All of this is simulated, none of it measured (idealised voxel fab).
The following process module bears the name voxel wiring stack.
Xsec cut, 300 nm wide, square cell size 5 nm.
Cross-section spec: square-cell grid; bands listed top down; each band is one or more rows.
The entry gives the band's vertical extent as a top height and a bottom height in nm, then its horizontal make-up as materials from left to right, each with a width in nm. "blank" stands for empty space; a single material marked "throughout" fills the band edge to edge.
The reference from which all heights are counted is 0, the level beneath which the as-received wafer is entirely one material; the lowest band, having no lower bound, proceeds downward and is written after the example "0 nm and below".
When a width is written as two numbers, as in "30->40", the first number is the width in the top row of cells of the band and the second is the width in its bottom row, and the width changes by the same amount from each row to the next.
The designation "nothing different", where it is given for a processing step, indicates that no cell of the cross-section was altered in the course of that step.
"Sealed cavities" enumerates empty spaces isolated from the top, with no open way to it, that contain at least 8 cells, giving each as width x height at distance from the left edge, all three in nm.
Note: text after step settings on the step line = simulator remark on that step.
"overlay nm" answers the question of how far to the right of plan the mask lay on a step that has a mask, and when it is negative the answer is to the left.
Note: before/after cross-section pairs follow, one process step per pair, after-side truncated at the lowest changed band, step and settings given beneath. Different runs of this module on the same starting wafer may supply the pairs; a pair continues the one above only where the "Before-step section" entry says so.
## Before-step section
> 65 nm to 45 nm: 115 lowk  15 blank  30 lowk  15 blank  125 lowk
> 45 nm to 40 nm: SiCN throughout
> 40 nm to 15 nm: 115 lowk  30 W  15 lowk  30 W  110 lowk
> 15 nm to 10 nm: 115 lowk  30 TiN  15 lowk  30 TiN  110 lowk
> 10 nm to 0 nm: SiO2 throughout
> 0 nm and below: Si throughout
> Sealed cavities: none
## Step Result
> 65 nm to 45 nm: 115 lowk  15 blank  30 lowk  15 blank  125 lowk
> 45 nm to 40 nm: 115 SiCN  15 blank  30 SiCN  15 blank  125 SiCN
> Below 40, no change.
> Sealed cavities: none
Can you name the step between the two cross-sections above? It is MASKED_ETCH with tone open, mask id PLUG_1, width nm 15, pitch nm 45, etch materials SiCN, depth nm 5, overlay nm 0
Before-step section: look at the pair above, its after cross-section is where this step starts.
## Step Result
> 70 nm to 65 nm: 120 TiN  5 blank  40 TiN  5 blank  130 TiN
> 65 nm to 45 nm: 115 lowk  5 TiN  5 blank  5 TiN  30 lowk  5 TiN  5 blank  5 TiN  125 lowk
> 45 nm to 40 nm: 115 SiCN  15 TiN  30 SiCN  15 TiN  125 SiCN
> Below 40, no change.
> Sealed cavities: none
Can you name the step between the two cross-sections above? It is CONFORMAL_DEP with material TiN, thk nm 5
Before-step section: look at the pair above, its after cross-section is where this step starts.
## Step Result
> 75 nm to 70 nm: W throughout
> 70 nm to 65 nm: 120 TiN  5 W  40 TiN  5 W  130 TiN
> 65 nm to 45 nm: 115 lowk  5 TiN  5 W  5 TiN  30 lowk  5 TiN  5 W  5 TiN  125 lowk
> Below 45, no change.
> Sealed cavities: none
Can you name the step between the two cross-sections above? It is FILL_DEP with material W, thk nm 5
Before-step section: look at the pair above, its after cross-section is where this step starts.
## Step Result
> 65 nm to 45 nm: 115 lowk  5 TiN  5 W  5 TiN  30 lowk  5 TiN  5 W  5 TiN  125 lowk
> Below 45, no change.
> Sealed cavities: none
Can you name the step between the two cross-sections above? It is CMP with height nm 65
Before-step section: look at the pair above, its after cross-section is where this step starts.
## Step Result
> 70 nm to 65 nm: SiN throughout
> Below 65, no change.
> Sealed cavities: none
Can you name the step between the two cross-sections above? It is CONFORMAL_DEP with material SiN, thk nm 5
Before-step section: look at the pair above, its after cross-section is where this step starts.
## Step Result
> 90 nm to 70 nm: SiO2 throughout
> Below 70, no change.
> Sealed cavities: none
Can you name the step between the two cross-sections above? It is DIRECTIONAL_DEP with material SiO2, thk nm 20
Before-step section: look at the pair above, its after cross-section is where this step starts.
## Step Result
> 100 nm to 90 nm: aC throughout
> Below 90, no change.
> Sealed cavities: none
Can you name the step between the two cross-sections above? It is DIRECTIONAL_DEP with material aC, thk nm 10
Before-step section: look at the pair above, its after cross-section is where this step starts.
## Step Result
> 125 nm to 100 nm: 115 resist  25 blank  20 resist  25 blank  115 resist
> Below 100, no change.
> Sealed cavities: none
Can you name the step between the two cross-sections above? It is PATTERN with tone open, mask id METAL_2, material resist, width nm 25, pitch nm 45, thk nm 25, overlay nm 0
Before-step section: look at the pair above, its after cross-section is where this step starts.
## Step Result
> 115 nm to 100 nm: 115 resist  25 blank  20 resist  25 blank  115 resist
> 100 nm to 90 nm: 115 aC  25 blank  20 aC  25 blank  115 aC
> Below 90, no change.
> Sealed cavities: none
Can you name the step between the two cross-sections above? It is DIRECTIONAL_ETCH with etch materials aC, depth nm 10
Before-step section: look at the pair above, its after cross-section is where this step starts.
## Step Result
> 100 nm to 90 nm: 115 aC  25 blank  20 aC  25 blank  115 aC
> Below 90, no change.
> Sealed cavities: none
Can you name the step between the two cross-sections above? It is STRIP with etch materials resist
Before-step section: look at the pair above, its after cross-section is where this step starts.
## Step Result
> 100 nm to 90 nm: 115 aC  25 blank  20 aC  25 blank  115 aC
> 90 nm to 70 nm: 115 SiO2  25 blank  20 SiO2  25 blank  115 SiO2
> Below 70, no change.
> Sealed cavities: none
Can you name the step between the two cross-sections above? It is DIRECTIONAL_ETCH with etch materials SiO2, depth nm 20
Before-step section: look at the pair above, its after cross-section is where this step starts.
## Step Result
> 100 nm to 90 nm: 115 aC  25 blank  20 aC  25 blank  115 aC
> 90 nm to 70 nm: 115 SiO2  25 blank  20 SiO2  25 blank  115 SiO2
> 70 nm to 65 nm: 115 SiN  25 blank  20 SiN  25 blank  115 SiN
> Below 65, no change.
> Sealed cavities: none
Can you name the step between the two cross-sections above? It is DIRECTIONAL_ETCH with etch materials SiN, depth nm 5
Before-step section: look at the pair above, its after cross-section is where this step starts.
## Step Result
> 90 nm to 70 nm: 115 SiO2  25 blank  20 SiO2  25 blank  115 SiO2
> Below 70, no change.
> Sealed cavities: none
Can you name the step between the two cross-sections above? It is STRIP with etch materials aC
Before-step section: look at the pair above, its after cross-section is where this step starts.
## Step Result
> 95 nm to 90 nm: 120 TiN  15 blank  30 TiN  15 blank  120 TiN
> 90 nm to 70 nm: 115 SiO2  5 TiN  15 blank  5 TiN  20 SiO2  5 TiN  15 blank  5 TiN  115 SiO2
> 70 nm to 65 nm: 115 SiN  25 TiN  20 SiN  25 TiN  115 SiN
> Below 65, no change.
> Sealed cavities: none
Can you name the step between the two cross-sections above? It is CONFORMAL_DEP with material TiN, thk nm 5
Before-step section: look at the pair above, its after cross-section is where this step starts.
## Step Result
> 100 nm to 95 nm: Cu throughout
> 95 nm to 90 nm: 120 TiN  15 Cu  30 TiN  15 Cu  120 TiN
> 90 nm to 70 nm: 115 SiO2  5 TiN  15 Cu  5 TiN  20 SiO2  5 TiN  15 Cu  5 TiN  115 SiO2
> Below 70, no change.
> Sealed cavities: none
Can you name the step between the two cross-sections above? It is FILL_DEP with material Cu, thk nm 5
Before-step section: look at the pair above, its after cross-section is where this step starts.
## Step Result
> 90 nm to 70 nm: 115 SiO2  5 TiN  15 Cu  5 TiN  20 SiO2  5 TiN  15 Cu  5 TiN  115 SiO2
> Below 70, no change.
> Sealed cavities: none
Can you name the step between the two cross-sections above? It is CMP with height nm 90
Before-step section: look at the pair above, its after cross-section is where this step starts.
## Step Result
> 95 nm to 90 nm: SiN throughout
> Below 90, no change.
> Sealed cavities: none
Can you name the step between the two cross-sections above? It is CONFORMAL_DEP with material SiN, thk nm 5
## Before-step section
> 100 nm to 90 nm: aC throughout
> 90 nm to 70 nm: SiO2 throughout
> 70 nm to 65 nm: SiN throughout
> 65 nm to 45 nm: 115 lowk  5 TiN  5 W  5 TiN  30 lowk  5 TiN  5 W  5 TiN  125 lowk
> 45 nm to 40 nm: 115 SiCN  15 TiN  30 SiCN  15 TiN  125 SiCN
> 40 nm to 15 nm: 115 lowk  25 W  20 lowk  25 W  115 lowk
> 15 nm to 10 nm: 115 lowk  25 TiN  20 lowk  25 TiN  115 lowk
> 10 nm to 0 nm: SiO2 throughout
> 0 nm and below: Si throughout
> Sealed cavities: none
## Step Result
> 125 nm to 100 nm: 125 resist  25 blank  20 resist  25 blank  105 resist
> Below 100, no change.
> Sealed cavities: none
Can you name the step between the two cross-sections above? It is PATTERN with tone open, mask id METAL_2, material resist, width nm 25, pitch nm 45, thk nm 25, overlay nm 10
Before-step section: look at the pair above, its after cross-section is where this step starts.
## Step Result
> 115 nm to 100 nm: 125 resist  25 blank  20 resist  25 blank  105 resist
> 100 nm to 90 nm: 125 aC  25 blank  20 aC  25 blank  105 aC
> Below 90, no change.
> Sealed cavities: none
Can you name the step between the two cross-sections above? It is DIRECTIONAL_ETCH with etch materials aC, depth nm 10
Before-step section: look at the pair above, its after cross-section is where this step starts.
## Step Result
> 100 nm to 90 nm: 125 aC  25 blank  20 aC  25 blank  105 aC
> Below 90, no change.
> Sealed cavities: none
Can you name the step between the two cross-sections above? It is STRIP with etch materials resist
Before-step section: look at the pair above, its after cross-section is where this step starts.
## Step Result
> 100 nm to 90 nm: 125 aC  25 blank  20 aC  25 blank  105 aC
> 90 nm to 70 nm: 125 SiO2  25 blank  20 SiO2  25 blank  105 SiO2
> Below 70, no change.
> Sealed cavities: none
Can you name the step between the two cross-sections above? It is DIRECTIONAL_ETCH with etch materials SiO2, depth nm 20
Before-step section: look at the pair above, its after cross-section is where this step starts.
## Step Result
> 100 nm to 90 nm: 125 aC  25 blank  20 aC  25 blank  105 aC
> 90 nm to 70 nm: 125 SiO2  25 blank  20 SiO2  25 blank  105 SiO2
> 70 nm to 65 nm: 125 SiN  25 blank  20 SiN  25 blank  105 SiN
> Below 65, no change.
> Sealed cavities: none
Can you name the step between the two cross-sections above? It is DIRECTIONAL_ETCH with etch materials SiN, depth nm 5
Before-step section: look at the pair above, its after cross-section is where this step starts.
## Step Result
> 90 nm to 70 nm: 125 SiO2  25 blank  20 SiO2  25 blank  105 SiO2
> Below 70, no change.
> Sealed cavities: none
Can you name the step between the two cross-sections above? It is STRIP with etch materials aC
Before-step section: look at the pair above, its after cross-section is where this step starts.
## Step Result
> 95 nm to 90 nm: 130 TiN  15 blank  30 TiN  15 blank  110 TiN
> 90 nm to 70 nm: 125 SiO2  5 TiN  15 blank  5 TiN  20 SiO2  5 TiN  15 blank  5 TiN  105 SiO2
> 70 nm to 65 nm: 125 SiN  25 TiN  20 SiN  25 TiN  105 SiN
> Below 65, no change.
> Sealed cavities: none
Can you name the step between the two cross-sections above? It is CONFORMAL_DEP with material TiN, thk nm 5
Before-step section: look at the pair above, its after cross-section is where this step starts.
## Step Result
> 100 nm to 95 nm: Cu throughout
> 95 nm to 90 nm: 130 TiN  15 Cu  30 TiN  15 Cu  110 TiN
> 90 nm to 70 nm: 125 SiO2  5 TiN  15 Cu  5 TiN  20 SiO2  5 TiN  15 Cu  5 TiN  105 SiO2
> Below 70, no change.
> Sealed cavities: none
Can you name the step between the two cross-sections above? It is FILL_DEP with material Cu, thk nm 5
Before-step section: look at the pair above, its after cross-section is where this step starts.
## Step Result
> 90 nm to 70 nm: 125 SiO2  5 TiN  15 Cu  5 TiN  20 SiO2  5 TiN  15 Cu  5 TiN  105 SiO2
> Below 70, no change.
> Sealed cavities: none
Can you name the step between the two cross-sections above? It is CMP with height nm 90
Before-step section: look at the pair above, its after cross-section is where this step starts.
## Step Result
> 95 nm to 90 nm: SiN throughout
> Below 90, no change.
> Sealed cavities: none
Can you name the step between the two cross-sections above? It is CONFORMAL_DEP with material SiN, thk nm 5
## Before-step section
> 0 nm and below: Si throughout
> Sealed cavities: none
## Step Result
> 10 nm to 0 nm: W throughout
> Below 0, no change.
> Sealed cavities: none
Can you name the step between the two cross-sections above? It is CONFORMAL_DEP with material W, thk nm 10
Before-step section: look at the pair above, its after cross-section is where this step starts.
## Step Result
> 15 nm to 10 nm: TiN throughout
> Below 10, no change.
> Sealed cavities: none
Can you name the step between the two cross-sections above? It is DIRECTIONAL_DEP with material TiN, thk nm 5
Before-step section: look at the pair above, its after cross-section is where this step starts.
## Step Result
> 40 nm to 15 nm: W throughout
> Below 15, no change.
> Sealed cavities: none
Can you name the step between the two cross-sections above? It is DIRECTIONAL_DEP with material W, thk nm 25
Before-step section: look at the pair above, its after cross-section is where this step starts.
## Step Result
> 40 nm to 15 nm: 115 blank  25 W  20 blank  25 W  115 blank
> Below 15, no change.
> Sealed cavities: none
Can you name the step between the two cross-sections above? It is MASKED_ETCH with tone cover, mask id METAL_1, width nm 25, pitch nm 45, etch materials W, depth nm 25, overlay nm 0
Before-step section: look at the pair above, its after cross-section is where this step starts.
## Step Result
> 40 nm to 15 nm: 115 blank  25 W  20 blank  25 W  115 blank
> 15 nm to 10 nm: 115 blank  25 TiN  20 blank  25 TiN  115 blank
> Below 10, no change.
> Sealed cavities: none
Can you name the step between the two cross-sections above? It is MASKED_ETCH with tone cover, mask id METAL_1, width nm 25, pitch nm 45, etch materials TiN, depth nm 5, overlay nm 0
Before-step section: look at the pair above, its after cross-section is where this step starts.
## Step Result
> 50 nm to 40 nm: lowk throughout
> 40 nm to 15 nm: 115 lowk  25 W  20 lowk  25 W  115 lowk
> 15 nm to 10 nm: 115 lowk  25 TiN  20 lowk  25 TiN  115 lowk
> Below 10, no change.
> Sealed cavities: none
Can you name the step between the two cross-sections above? It is FILL_DEP with material lowk, thk nm 10
Before-step section: look at the pair above, its after cross-section is where this step starts.
## Step Result
> 40 nm to 15 nm: 115 lowk  25 W  20 lowk  25 W  115 lowk
> Below 15, no change.
> Sealed cavities: none
Can you name the step between the two cross-sections above? It is CMP with height nm 40
Before-step section: look at the pair above, its after cross-section is where this step starts.
## Step Result
> 45 nm to 40 nm: SiCN throughout
> Below 40, no change.
> Sealed cavities: none
Can you name the step between the two cross-sections above? It is CONFORMAL_DEP with material SiCN, thk nm 5
Before-step section: look at the pair above, its after cross-section is where this step starts.
## Step Result
> 65 nm to 45 nm: lowk throughout
> Below 45, no change.
> Sealed cavities: none
Can you name the step between the two cross-sections above? It is DIRECTIONAL_DEP with material lowk, thk nm 20
Before-step section: look at the pair above, its after cross-section is where this step starts.
## Step Result
> 65 nm to 45 nm: 115 lowk  15 blank  30 lowk  15 blank  125 lowk
> Below 45, no change.
> Sealed cavities: none
Can you name the step between the two cross-sections above? It is MASKED_ETCH with tone open, mask id PLUG_1, width nm 15, pitch nm 45, etch materials lowk, depth nm 20, overlay nm 0
Before-step section: look at the pair above, its after cross-section is where this step starts.
## Step Result
> 65 nm to 45 nm: 115 lowk  15 blank  30 lowk  15 blank  125 lowk
> 45 nm to 40 nm: 115 SiCN  15 blank  30 SiCN  15 blank  125 SiCN
> Below 40, no change.
> Sealed cavities: none
Can you name the step between the two cross-sections above? It is MASKED_ETCH with tone open, mask id PLUG_1, width nm 15, pitch nm 45, etch materials SiCN, depth nm 5, overlay nm 0
Before-step section: look at the pair above, its after cross-section is where this step starts.
## Step Result
> 70 nm to 65 nm: 120 TiN  5 blank  40 TiN  5 blank  130 TiN
> 65 nm to 45 nm: 115 lowk  5 TiN  5 blank  5 TiN  30 lowk  5 TiN  5 blank  5 TiN  125 lowk
> 45 nm to 40 nm: 115 SiCN  15 TiN  30 SiCN  15 TiN  125 SiCN
> Below 40, no change.
> Sealed cavities: none
Can you name the step between the two cross-sections above? It is CONFORMAL_DEP with material TiN, thk nm 5
Before-step section: look at the pair above, its after cross-section is where this step starts.
## Step Result
> 75 nm to 70 nm: W throughout
> 70 nm to 65 nm: 120 TiN  5 W  40 TiN  5 W  130 TiN
> 65 nm to 45 nm: 115 lowk  5 TiN  5 W  5 TiN  30 lowk  5 TiN  5 W  5 TiN  125 lowk
> Below 45, no change.
> Sealed cavities: none
Can you name the step between the two cross-sections above? It is FILL_DEP with material W, thk nm 5
Before-step section: look at the pair above, its after cross-section is where this step starts.
## Step Result
> 65 nm to 45 nm: 115 lowk  5 TiN  5 W  5 TiN  30 lowk  5 TiN  5 W  5 TiN  125 lowk
> Below 45, no change.
> Sealed cavities: none
Can you name the step between the two cross-sections above? It is CMP with height nm 65
Before-step section: look at the pair above, its after cross-section is where this step starts.
## Step Result
> 70 nm to 65 nm: SiN throughout
> Below 65, no change.
> Sealed cavities: none
Can you name the step between the two cross-sections above? It is CONFORMAL_DEP with material SiN, thk nm 5
Before-step section: look at the pair above, its after cross-section is where this step starts.
## Step Result
> 90 nm to 70 nm: SiO2 throughout
> Below 70, no change.
> Sealed cavities: none
Can you name the step between the two cross-sections above? It is DIRECTIONAL_DEP with material SiO2, thk nm 20
Before-step section: look at the pair above, its after cross-section is where this step starts.
## Step Result
> 100 nm to 90 nm: aC throughout
> Below 90, no change.
> Sealed cavities: none
Can you name the step between the two cross-sections above? It is DIRECTIONAL_DEP with material aC, thk nm 10
Before-step section: look at the pair above, its after cross-section is where this step starts.
## Step Result
> 125 nm to 100 nm: 115 resist  25 blank  20 resist  25 blank  115 resist
> Below 100, no change.
> Sealed cavities: none
Can you name the step between the two cross-sections above? It is PATTERN with tone open, mask id METAL_2, material resist, width nm 25, pitch nm 45, thk nm 25, overlay nm 0
Before-step section: look at the pair above, its after cross-section is where this step starts.
## Step Result
> 115 nm to 100 nm: 115 resist  25 blank  20 resist  25 blank  115 resist
> 100 nm to 90 nm: 115 aC  25 blank  20 aC  25 blank  115 aC
> Below 90, no change.
> Sealed cavities: none
Can you name the step between the two cross-sections above? It is DIRECTIONAL_ETCH with etch materials aC, depth nm 10
Before-step section: look at the pair above, its after cross-section is where this step starts.
## Step Result
> 100 nm to 90 nm: 115 aC  25 blank  20 aC  25 blank  115 aC
> Below 90, no change.
> Sealed cavities: none
Can you name the step between the two cross-sections above? It is STRIP with etch materials resist
Before-step section: look at the pair above, its after cross-section is where this step starts.
## Step Result
> 100 nm to 90 nm: 115 aC  25 blank  20 aC  25 blank  115 aC
> 90 nm to 70 nm: 115 SiO2  25 blank  20 SiO2  25 blank  115 SiO2
> Below 70, no change.
> Sealed cavities: none
Can you name the step between the two cross-sections above? It is DIRECTIONAL_ETCH with etch materials SiO2, depth nm 20
Before-step section: look at the pair above, its after cross-section is where this step starts.
## Step Result
> 100 nm to 90 nm: 115 aC  25 blank  20 aC  25 blank  115 aC
> 90 nm to 70 nm: 115 SiO2  25 blank  20 SiO2  25 blank  115 SiO2
> 70 nm to 65 nm: 115 SiN  25 blank  20 SiN  25 blank  115 SiN
> Below 65, no change.
> Sealed cavities: none
Can you name the step between the two cross-sections above? It is DIRECTIONAL_ETCH with etch materials SiN, depth nm 5
Before-step section: look at the pair above, its after cross-section is where this step starts.
## Step Result
> 90 nm to 70 nm: 115 SiO2  25 blank  20 SiO2  25 blank  115 SiO2
> Below 70, no change.
> Sealed cavities: none
Can you name the step between the two cross-sections above? It is STRIP with etch materials aC
Before-step section: look at the pair above, its after cross-section is where this step starts.
## Step Result
> 95 nm to 90 nm: 120 TiN  15 blank  30 TiN  15 blank  120 TiN
> 90 nm to 70 nm: 115 SiO2  5 TiN  15 blank  5 TiN  20 SiO2  5 TiN  15 blank  5 TiN  115 SiO2
> 70 nm to 65 nm: 115 SiN  25 TiN  20 SiN  25 TiN  115 SiN
> Below 65, no change.
> Sealed cavities: none
Can you name the step between the two cross-sections above? It is CONFORMAL_DEP with material TiN, thk nm 5
Before-step section: look at the pair above, its after cross-section is where this step starts.
## Step Result
> 100 nm to 95 nm: Cu throughout
> 95 nm to 90 nm: 120 TiN  15 Cu  30 TiN  15 Cu  120 TiN
> 90 nm to 70 nm: 115 SiO2  5 TiN  15 Cu  5 TiN  20 SiO2  5 TiN  15 Cu  5 TiN  115 SiO2
> Below 70, no change.
> Sealed cavities: none
Can you name the step between the two cross-sections above? It is FILL_DEP with material Cu, thk nm 5
Before-step section: look at the pair above, its after cross-section is where this step starts.
## Step Result
> 90 nm to 70 nm: 115 SiO2  5 TiN  15 Cu  5 TiN  20 SiO2  5 TiN  15 Cu  5 TiN  115 SiO2
> Below 70, no change.
> Sealed cavities: none
Can you name the step between the two cross-sections above? It is CMP with height nm 90
Before-step section: look at the pair above, its after cross-section is where this step starts.
## Step Result
> 95 nm to 90 nm: SiN throughout
> Below 90, no change.
> Sealed cavities: none
Can you name the step between the two cross-sections above? It is CONFORMAL_DEP with material SiN, thk nm 5
## Before-step section
> 100 nm to 90 nm: aC throughout
> 90 nm to 70 nm: SiO2 throughout
> 70 nm to 65 nm: SiN throughout
> 65 nm to 45 nm: 115 lowk  5 TiN  5 W  5 TiN  30 lowk  5 TiN  5 W  5 TiN  125 lowk
> 45 nm to 40 nm: 115 SiCN  15 TiN  30 SiCN  15 TiN  125 SiCN
> 40 nm to 15 nm: 115 lowk  25 W  20 lowk  25 W  115 lowk
> 15 nm to 10 nm: 115 lowk  25 TiN  20 lowk  25 TiN  115 lowk
> 10 nm to 0 nm: SiO2 throughout
> 0 nm and below: Si throughout
> Sealed cavities: none
## Step Result
> 125 nm to 100 nm: 115 blank  25 resist  20 blank  25 resist  115 blank
> Below 100, no change.
> Sealed cavities: none
Can you name the step between the two cross-sections above? It is PATTERN with tone cover, mask id METAL_2, material resist, width nm 25, pitch nm 45, thk nm 25, overlay nm 0
Before-step section: look at the pair above, its after cross-section is where this step starts.
## Step Result
> 115 nm to 100 nm: 115 blank  25 resist  20 blank  25 resist  115 blank
> 100 nm to 90 nm: 115 blank  25 aC  20 blank  25 aC  115 blank
> Below 90, no change.
> Sealed cavities: none
Can you name the step between the two cross-sections above? It is DIRECTIONAL_ETCH with etch materials aC, depth nm 10
Before-step section: look at the pair above, its after cross-section is where this step starts.
## Step Result
> 100 nm to 90 nm: 115 blank  25 aC  20 blank  25 aC  115 blank
> Below 90, no change.
> Sealed cavities: none
Can you name the step between the two cross-sections above? It is STRIP with etch materials resist
Before-step section: look at the pair above, its after cross-section is where this step starts.
## Step Result
> 100 nm to 90 nm: 115 blank  25 aC  20 blank  25 aC  115 blank
> 90 nm to 70 nm: 115 blank  25 SiO2  20 blank  25 SiO2  115 blank
> Below 70, no change.
> Sealed cavities: none
Can you name the step between the two cross-sections above? It is DIRECTIONAL_ETCH with etch materials SiO2, depth nm 20
Before-step section: look at the pair above, its after cross-section is where this step starts.
## Step Result
> 100 nm to 90 nm: 115 blank  25 aC  20 blank  25 aC  115 blank
> 90 nm to 70 nm: 115 blank  25 SiO2  20 blank  25 SiO2  115 blank
> 70 nm to 65 nm: 115 blank  25 SiN  20 blank  25 SiN  115 blank
> Below 65, no change.
> Sealed cavities: none
Can you name the step between the two cross-sections above? It is DIRECTIONAL_ETCH with etch materials SiN, depth nm 5
Before-step section: look at the pair above, its after cross-section is where this step starts.
## Step Result
> 90 nm to 70 nm: 115 blank  25 SiO2  20 blank  25 SiO2  115 blank
> Below 70, no change.
> Sealed cavities: none
Can you name the step between the two cross-sections above? It is STRIP with etch materials aC
Before-step section: look at the pair above, its after cross-section is where this step starts.
## Step Result
> 95 nm to 90 nm: 110 blank  35 TiN  10 blank  35 TiN  110 blank
> 90 nm to 70 nm: 110 blank  5 TiN  25 SiO2  5 TiN  10 blank  5 TiN  25 SiO2  5 TiN  110 blank
> 70 nm to 65 nm: 115 TiN  25 SiN  20 TiN  25 SiN  115 TiN
> Below 65, no change.
> Sealed cavities: none
Can you name the step between the two cross-sections above? It is CONFORMAL_DEP with material TiN, thk nm 5
Before-step section: look at the pair above, its after cross-section is where this step starts.
## Step Result
> 100 nm to 95 nm: Cu throughout
> 95 nm to 90 nm: 110 Cu  35 TiN  10 Cu  35 TiN  110 Cu
> 90 nm to 70 nm: 110 Cu  5 TiN  25 SiO2  5 TiN  10 Cu  5 TiN  25 SiO2  5 TiN  110 Cu
> Below 70, no change.
> Sealed cavities: none
Can you name the step between the two cross-sections above? It is FILL_DEP with material Cu, thk nm 5
Before-step section: look at the pair above, its after cross-section is where this step starts.
## Step Result
> 90 nm to 70 nm: 110 Cu  5 TiN  25 SiO2  5 TiN  10 Cu  5 TiN  25 SiO2  5 TiN  110 Cu
> Below 70, no change.
> Sealed cavities: none
Can you name the step between the two cross-sections above? It is CMP with height nm 90
Before-step section: look at the pair above, its after cross-section is where this step starts.
## Step Result
> 95 nm to 90 nm: SiN throughout
> Below 90, no change.
> Sealed cavities: none
Can you name the step between the two cross-sections above? It is CONFORMAL_DEP with material SiN, thk nm 5
